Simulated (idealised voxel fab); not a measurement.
Name of the process module below: voxel capacitor over wiring
It is cross-section cut that appears here, measuring 205 nm in width, its square cells being 5 nm in size.
Cross-section layout: square cells on a grid; listed as bands, top to bottom; a band spans one or more cell rows. Band: top and bottom heights (nm) first, top before bottom; then materials from left to right, widths in nm. "edge to edge" marks a sole material filling the band edge to edge. "empty" denotes empty space. Heights are expressed relative to 0, this being the level below which the as-received wafer comprises one material exclusively. The lowest band is unbounded in the downward direction and is denoted as in "from 0 down". A width such as "30..40" changes by the same amount from each row of cells to the next, from the band's top row to its bottom row. Key: "stayed the same" - step with no changed cell in the cross-section. Entry "Voids lacking openings" = empty spaces >= 8 cells with no open way to the top; each as width x height at distance, distance from left edge, all nm. Anything after a step's settings on that line? It's the simulator's own note about the step. A step line may carry the setting "overlay nm", which, for steps involving a mask, states the distance by which the mask lay to the right of its intended position; negative values denote displacement to the left.
## Listed below are the process steps as planned
1 RECEIVE | material Si
2 CONFORMAL_DEP | material SiO2 | thk nm 10
3 CONFORMAL_DEP | material SiCN | thk nm 5
4 DIRECTIONAL_DEP | material lowk | thk nm 25
5 MASKED_ETCH | tone open | mask id METAL_1 | width nm 25 | pitch nm 90 | etch materials lowk | depth nm 25 | overlay nm 0
6 MASKED_ETCH | tone open | mask id METAL_1 | width nm 25 | pitch nm 90 | etch materials SiCN | depth nm 5 | overlay nm 0
7 CONFORMAL_DEP | material TiN | thk nm 5
8 FILL_DEP | material Cu | thk nm 5
9 CMP | height nm 40
10 CONFORMAL_DEP | material SiCN | thk nm 5
11 DIRECTIONAL_DEP | material lowk | thk nm 10
12 MASKED_ETCH | tone open | mask id PLUG_1 | width nm 15 | etch materials lowk | depth nm 10 | overlay nm 0
13 MASKED_ETCH | tone open | mask id PLUG_1 | width nm 15 | etch materials SiCN | depth nm 5 | overlay nm 0
14 CONFORMAL_DEP | material TiN | thk nm 5
15 FILL_DEP | material Ru | thk nm 5
16 CMP | height nm 55
17 DIRECTIONAL_DEP | material TiN | thk nm 10
18 DIRECTIONAL_DEP | material SiN | thk nm 5
19 DIRECTIONAL_DEP | material TiN | thk nm 10
20 PATTERN | tone cover | mask id UPPER_PLATE | material resist | width nm 70 | thk nm 15 | overlay nm 0
21 DIRECTIONAL_ETCH | etch materials TiN | depth nm 10
22 DIRECTIONAL_ETCH | etch materials SiN | depth nm 5
23 STRIP | etch materials resist
24 PATTERN | tone cover | mask id LOWER_PLATE | material resist | width nm 80 | thk nm 20 | overlay nm 0
25 DIRECTIONAL_ETCH | etch materials TiN | depth nm 10
26 STRIP | etch materials resist
27 FILL_DEP | material SiO2 | thk nm 20
28 CMP | height nm 95
29 PATTERN | tone open | mask id PLUG_2 | material resist | width nm 15 | thk nm 20 | overlay nm 0
30 DIRECTIONAL_ETCH | etch materials SiO2 | depth nm 15
31 STRIP | etch materials resist
32 CONFORMAL_DEP | material TiN | thk nm 5
33 FILL_DEP | material Ru | thk nm 10
34 CMP | height nm 95
35 CONFORMAL_DEP | material SiN | thk nm 5
## The first of the two wafers, which ran as planned
## Cross-section: wafer on arrival = after step 1
  from 0 down | Si edge to edge
  Voids lacking openings: none
## The wafer, seen in cross-section, after step 2
  from 10 to 0 | SiO2 edge to edge
  Below 0, no change.
## The wafer, seen in cross-section, after step 3
  from 15 to 10 | SiCN edge to edge
  Below 10, no change.
## The wafer, seen in cross-section, after step 4
  from 40 to 15 | lowk edge to edge
  Below 15, no change.
## The wafer, seen in cross-section, after step 5
  from 40 to 15 | 45 lowk, then 25 empty, then 65 lowk, then 25 empty, then 45 lowk
  Below 15, no change.
## The wafer, seen in cross-section, after step 6
  from 40 to 15 | 45 lowk, then 25 empty, then 65 lowk, then 25 empty, then 45 lowk
  from 15 to 10 | 45 SiCN, then 25 empty, then 65 SiCN, then 25 empty, then 45 SiCN
  Below 10, no change.
## The wafer, seen in cross-section, after step 7
  from 45 to 40 | 50 TiN, then 15 empty, then 75 TiN, then 15 empty, then 50 TiN
  from 40 to 15 | 45 lowk, then 5 TiN, then 15 empty, then 5 TiN, then 65 lowk, then 5 TiN, then 15 empty, then 5 TiN, then 45 lowk
  from 15 to 10 | 45 SiCN, then 25 TiN, then 65 SiCN, then 25 TiN, then 45 SiCN
  Below 10, no change.
## The wafer, seen in cross-section, after step 8
  from 50 to 45 | Cu edge to edge
  from 45 to 40 | 50 TiN, then 15 Cu, then 75 TiN, then 15 Cu, then 50 TiN
  from 40 to 15 | 45 lowk, then 5 TiN, then 15 Cu, then 5 TiN, then 65 lowk, then 5 TiN, then 15 Cu, then 5 TiN, then 45 lowk
  Below 15, no change.
## The wafer, seen in cross-section, after step 9
  from 40 to 15 | 45 lowk, then 5 TiN, then 15 Cu, then 5 TiN, then 65 lowk, then 5 TiN, then 15 Cu, then 5 TiN, then 45 lowk
  Below 15, no change.
## The wafer, seen in cross-section, after step 10
  from 45 to 40 | SiCN edge to edge
  Below 40, no change.
## The wafer, seen in cross-section, after step 11
  from 55 to 45 | lowk edge to edge
  Below 45, no change.
## The wafer, seen in cross-section, after step 12
  from 55 to 45 | 55 lowk, then 15 empty, then 135 lowk
  Below 45, no change.
## The wafer, seen in cross-section, after step 13
  from 55 to 45 | 55 lowk, then 15 empty, then 135 lowk
  from 45 to 40 | 55 SiCN, then 15 empty, then 135 SiCN
  Below 40, no change.
## The wafer, seen in cross-section, after step 14
  from 60 to 55 | 60 TiN, then 5 empty, then 140 TiN
  from 55 to 45 | 55 lowk, then 5 TiN, then 5 empty, then 5 TiN, then 135 lowk
  from 45 to 40 | 55 SiCN, then 15 TiN, then 135 SiCN
  Below 40, no change.
## The wafer, seen in cross-section, after step 15
  from 65 to 60 | Ru edge to edge
  from 60 to 55 | 60 TiN, then 5 Ru, then 140 TiN
  from 55 to 45 | 55 lowk, then 5 TiN, then 5 Ru, then 5 TiN, then 135 lowk
  Below 45, no change.
## The wafer, seen in cross-section, after step 16
  from 55 to 45 | 55 lowk, then 5 TiN, then 5 Ru, then 5 TiN, then 135 lowk
  Below 45, no change.
## The wafer, seen in cross-section, after step 17
  from 65 to 55 | TiN edge to edge
  Below 55, no change.
## The wafer, seen in cross-section, after step 18
  from 70 to 65 | SiN edge to edge
  Below 65, no change.
## The wafer, seen in cross-section, after step 19
  from 80 to 70 | TiN edge to edge
  Below 70, no change.
## The wafer, seen in cross-section, after step 20
  from 95 to 80 | 55 empty, then 70 resist, then 80 empty
  Below 80, no change.
## The wafer, seen in cross-section, after step 21
  from 95 to 80 | 55 empty, then 70 resist, then 80 empty
  from 80 to 70 | 55 empty, then 70 TiN, then 80 empty
  Below 70, no change.
## The wafer, seen in cross-section, after step 22
  from 95 to 80 | 55 empty, then 70 resist, then 80 empty
  from 80 to 70 | 55 empty, then 70 TiN, then 80 empty
  from 70 to 65 | 55 empty, then 70 SiN, then 80 empty
  Below 65, no change.
## The wafer, seen in cross-section, after step 23
  from 80 to 70 | 55 empty, then 70 TiN, then 80 empty
  Below 70, no change.
## The wafer, seen in cross-section, after step 24
  from 100 to 80 | 50 empty, then 80 resist, then 75 empty
  from 80 to 70 | 50 empty, then 5 resist, then 70 TiN, then 5 resist, then 75 empty
  from 70 to 65 | 50 empty, then 5 resist, then 70 SiN, then 5 resist, then 75 empty
  Below 65, no change.
## The wafer, seen in cross-section, after step 25
  from 100 to 80 | 50 empty, then 80 resist, then 75 empty
  from 80 to 70 | 50 empty, then 5 resist, then 70 TiN, then 5 resist, then 75 empty
  from 70 to 65 | 50 empty, then 5 resist, then 70 SiN, then 5 resist, then 75 empty
  from 65 to 55 | 50 empty, then 80 TiN, then 75 empty
  Below 55, no change.
## The wafer, seen in cross-section, after step 26
  from 80 to 70 | 55 empty, then 70 TiN, then 80 empty
  from 70 to 65 | 55 empty, then 70 SiN, then 80 empty
  Below 65, no change.
## The wafer, seen in cross-section, after step 27
  from 100 to 80 | SiO2 edge to edge
  from 80 to 70 | 55 SiO2, then 70 TiN, then 80 SiO2
  from 70 to 65 | 55 SiO2, then 70 SiN, then 80 SiO2
  from 65 to 55 | 50 SiO2, then 80 TiN, then 75 SiO2
  Below 55, no change.
## The wafer, seen in cross-section, after step 28
  from 95 to 80 | SiO2 edge to edge
  Below 80, no change.
## The wafer, seen in cross-section, after step 29
  from 115 to 95 | 65 resist, then 15 empty, then 125 resist
  Below 95, no change.
## The wafer, seen in cross-section, after step 30
  from 115 to 95 | 65 resist, then 15 empty, then 125 resist
  from 95 to 80 | 65 SiO2, then 15 empty, then 125 SiO2
  Below 80, no change.
## The wafer, seen in cross-section, after step 31
  from 95 to 80 | 65 SiO2, then 15 empty, then 125 SiO2
  Below 80, no change.
## The wafer, seen in cross-section, after step 32
  from 100 to 95 | 70 TiN, then 5 empty, then 130 TiN
  from 95 to 85 | 65 SiO2, then 5 TiN, then 5 empty, then 5 TiN, then 125 SiO2
  from 85 to 80 | 65 SiO2, then 15 TiN, then 125 SiO2
  Below 80, no change.
## The wafer, seen in cross-section, after step 33
  from 110 to 100 | Ru edge to edge
  from 100 to 95 | 70 TiN, then 5 Ru, then 130 TiN
  from 95 to 85 | 65 SiO2, then 5 TiN, then 5 Ru, then 5 TiN, then 125 SiO2
  Below 85, no change.
## The wafer, seen in cross-section, after step 34
  from 95 to 85 | 65 SiO2, then 5 TiN, then 5 Ru, then 5 TiN, then 125 SiO2
  Below 85, no change.
## The wafer, seen in cross-section, after step 35
  from 100 to 95 | SiN edge to edge
  Below 95, no change.
## Now the other wafer: same start, same recipe, but we messed up one thing when running it. Up to and including step 17 it's the same as the first one
## Cross-section of the second wafer corresponding to the planned conclusion of step 18
  from 75 to 55 | TiN edge to edge
  Below 55, no change.
## Cross-section of the second wafer corresponding to the planned conclusion of step 19
  from 80 to 75 | SiN edge to edge
  Below 75, no change.
## Cross-section of the second wafer corresponding to the planned conclusion of step 20
  from 95 to 80 | 55 empty, then 70 resist, then 80 empty
  Below 80, no change.
Cross-section of the second wafer corresponding to the planned conclusion of step 21: stayed the same
## Cross-section of the second wafer corresponding to the planned conclusion of step 22
  from 95 to 80 | 55 empty, then 70 resist, then 80 empty
  from 80 to 75 | 55 empty, then 70 SiN, then 80 empty
  Below 75, no change.
## Cross-section of the second wafer corresponding to the planned conclusion of step 23
  from 80 to 75 | 55 empty, then 70 SiN, then 80 empty
  Below 75, no change.
## Cross-section of the second wafer corresponding to the planned conclusion of step 24
  from 100 to 80 | 50 empty, then 80 resist, then 75 empty
  from 80 to 75 | 50 empty, then 5 resist, then 70 SiN, then 5 resist, then 75 empty
  Below 75, no change.
## Cross-section of the second wafer corresponding to the planned conclusion of step 25
  from 100 to 80 | 50 empty, then 80 resist, then 75 empty
  from 80 to 75 | 50 empty, then 5 resist, then 70 SiN, then 5 resist, then 75 empty
  from 75 to 65 | 50 empty, then 80 TiN, then 75 empty
  Below 65, no change.
## Cross-section of the second wafer corresponding to the planned conclusion of step 26
  from 80 to 75 | 55 empty, then 70 SiN, then 80 empty
  Below 75, no change.
## Cross-section of the second wafer corresponding to the planned conclusion of step 27
  from 100 to 80 | SiO2 edge to edge
  from 80 to 75 | 55 SiO2, then 70 SiN, then 80 SiO2
  from 75 to 65 | 50 SiO2, then 80 TiN, then 75 SiO2
  Below 65, no change.
## Cross-section of the second wafer corresponding to the planned conclusion of step 28
  from 95 to 80 | SiO2 edge to edge
  Below 80, no change.
## Cross-section of the second wafer corresponding to the planned conclusion of step 29
  from 115 to 95 | 65 resist, then 15 empty, then 125 resist
  Below 95, no change.
## Cross-section of the second wafer corresponding to the planned conclusion of step 30
  from 115 to 95 | 65 resist, then 15 empty, then 125 resist
  from 95 to 80 | 65 SiO2, then 15 empty, then 125 SiO2
  Below 80, no change.
## Cross-section of the second wafer corresponding to the planned conclusion of step 31
  from 95 to 80 | 65 SiO2, then 15 empty, then 125 SiO2
  Below 80, no change.
## Cross-section of the second wafer corresponding to the planned conclusion of step 32
  from 100 to 95 | 70 TiN, then 5 empty, then 130 TiN
  from 95 to 85 | 65 SiO2, then 5 TiN, then 5 empty, then 5 TiN, then 125 SiO2
  from 85 to 80 | 65 SiO2, then 15 TiN, then 125 SiO2
  Below 80, no change.
## Cross-section of the second wafer corresponding to the planned conclusion of step 33
  from 110 to 100 | Ru edge to edge
  from 100 to 95 | 70 TiN, then 5 Ru, then 130 TiN
  from 95 to 85 | 65 SiO2, then 5 TiN, then 5 Ru, then 5 TiN, then 125 SiO2
  Below 85, no change.
## Cross-section of the second wafer corresponding to the planned conclusion of step 34
  from 95 to 85 | 65 SiO2, then 5 TiN, then 5 Ru, then 5 TiN, then 125 SiO2
  Below 85, no change.
## Cross-section of the second wafer corresponding to the planned conclusion of step 35
  from 100 to 95 | SiN edge to edge
  Below 95, no change.
What went wrong in running the wafer? the executed order of steps 18 and 19 is the reverse of that specified in the plan, each step having taken the other's position
The closing comparison, in cells, has the second wafer with more or fewer of some materials than the first: 54 fewer of SiO2; 54 more of TiN
